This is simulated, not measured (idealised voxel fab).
Presented below is a process module, voxel air gaps.
The cross-section shown here is cut; it is 250 nm wide and divided into square cells measuring 5 nm on a side.
Throughout this document, each cross-section is represented as a grid of square cells and is presented as a sequence of bands enumerated from the top downward, where a band comprises one or more rows of cells. Band: top height; bottom height; in nm. Then, left to right: material with width in nm, for each material. "everywhere": a single material spanning edge to edge. "air": empty space. The level at which height equals 0 is the one under which the wafer, as it arrives, is entirely one material. No lower edge exists for the bottom band, which continues downward and is notated as in "0 -> down". The expression "30->40" gives the width at the extremes of the band, the first number at its top row of cells and the second at its bottom row, with the width changing by equal amounts from each row to the next in between. Any step labelled "no change" changed none of the cells in the cross-section. Any empty space of 8 cells or more lacking an open way to the top shows up in "Enclosed void list" as width x height at distance, distance from the left edge, in nm. What comes after the settings on a step's line is commentary from the simulator itself on that step. On any step carrying a mask, the "overlay nm" setting, if present on the step's line, tells how far right of its planned place the mask lay; negative values point to the left.
The following list gives the planned process steps
- 1: RECEIVE | material Si
- 2: CONFORMAL_DEP | material SiO2 | thk nm 15
- 3: CONFORMAL_DEP | material SiN | thk nm 5
- 4: DIRECTIONAL_DEP | material SiO2 | thk nm 40
- 5: PATTERN | tone open | mask id LINES | material resist | width nm 25 | pitch nm 55 | thk nm 15 | overlay nm 0
- 6: DIRECTIONAL_ETCH | etch materials SiO2 | depth nm 40
- 7: STRIP | etch materials resist
- 8: CONFORMAL_DEP | material TiN | thk nm 5
- 9: FILL_DEP | material W | thk nm 5
- 10: CMP | height nm 60
- 11: EPI | material Ru | thk nm 10
- 12: SELECTIVE_ETCH | etch materials SiO2 | depth nm 50
- 13: CONFORMAL_DEP | material SiN | thk nm 5
Cross-section: wafer on arrival = after step 1
* 0 -> down = Si everywhere
* Enclosed void list: none
Here's the cross-section of the first of our two wafers at the end of the module - it ran as planned
* 75 -> 70 = air (40), SiN (165), air (45)
* 70 -> 60 = air (40), SiN (5), Ru (45), SiN (10), Ru (45), SiN (10), Ru (45), SiN (5), air (45)
* 60 -> 55 = air (40), SiN (15), TiN (5), W (15), TiN (5), SiN (30), TiN (5), W (15), TiN (5), SiN (30), TiN (5), W (15), TiN (5), SiN (15), air (45)
* 55 -> 25 = air (50), SiN (5), TiN (5), W (15), TiN (5), SiN (5), air (20), SiN (5), TiN (5), W (15), TiN (5), SiN (5), air (20), SiN (5), TiN (5), W (15), TiN (5), SiN (5), air (55)
* 25 -> 20 = SiN (55), TiN (25), SiN (30), TiN (25), SiN (30), TiN (25), SiN (60)
* 20 -> 15 = SiN everywhere
* 15 -> 0 = SiO2 everywhere
* 0 -> down = Si everywhere
* Enclosed void list: 20 x 30 at 85; 20 x 30 at 140
Second wafer through the module, sectioned at the end: same beginning and same plan as the first wafer, with one mistake in carrying it out
* 75 -> 70 = air (40), TiN (165), air (45)
* 70 -> 60 = air (40), TiN (5), Ru (45), TiN (10), Ru (45), TiN (10), Ru (45), TiN (5), air (45)
* 60 -> 55 = air (40), TiN (20), W (15), TiN (40), W (15), TiN (40), W (15), TiN (20), air (45)
* 55 -> 25 = air (50), TiN (10), W (15), TiN (10), air (20), TiN (10), W (15), TiN (10), air (20), TiN (10), W (15), TiN (10), air (55)
* 25 -> 20 = TiN everywhere
* 20 -> 15 = SiN everywhere
* 15 -> 0 = SiO2 everywhere
* 0 -> down = Si everywhere
* Enclosed void list: 20 x 30 at 85; 20 x 30 at 140
Short version of what went wrong: step 13: run off-plan, actual operation and settings CONFORMAL_DEP | material TiN | thk nm 5
Cell-count delta at end, second wafer over first, by material: SiN: 134 fewer | TiN: 134 more
